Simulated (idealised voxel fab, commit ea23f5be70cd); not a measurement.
process module | voxel lift off
cross-section cut | 295 nm wide | cells 5 nm
A cross-section is a grid of square cells, given in bands from the top down. A band is one or more rows of cells.
Each band's line starts with the height of the band's top and of its bottom, in nm. Then come its materials from left to right, each with its width in nm. One material with "throughout" fills the band from edge to edge. "air" is empty space.
Height 0 is the level under which the wafer as received is all one material. The lowest band goes on downwards, as in "0 down".
A width such as "30 to 40" changes by the same amount from each row of cells to the next, from the band's top row to its bottom row.
"no change" after a step means that no cell of the cross-section changed.
closed voids: empty space of 8 cells or more with no open way to the top, each as width x height at its distance from the left edge, in nm
after a step's settings: what the simulator itself notes on the step
overlay nm, on a step with a mask: how far to the right of its planned place the mask lay; to the left if negative
plan
1 op RECEIVE | material Si
2 op CONFORMAL_DEP | material SiN | thk nm 15
3 op PATTERN | tone open | mask id LINES | material resist | width nm 20 | pitch nm 35 | thk nm 30 | overlay nm 0
4 op DIRECTIONAL_DEP | material Ru | thk nm 15
5 op STRIP | etch materials resist
6 op CONFORMAL_DEP | material SiN | thk nm 5
as received, after step 1
  0 down: Si throughout
  closed voids: none
a wafer at the end: this start, this plan, one mistake
  35 to 30: air 120 | SiN 25 | air 10 | SiN 25 | air 115
  30 to 20: air 120 | SiN 5 | Ru 15 | SiN 5 | air 10 | SiN 5 | Ru 15 | SiN 5 | air 115
  20 to 15: SiN 125 | Ru 15 | SiN 20 | Ru 15 | SiN 120
  15 to 0: SiN throughout
  0 down: Si throughout
  closed voids: none
what went wrong: step 3 ran as: op PATTERN | tone open | mask id LINES | material resist | width nm 15 | pitch nm 35 | thk nm 30 | overlay nm 0
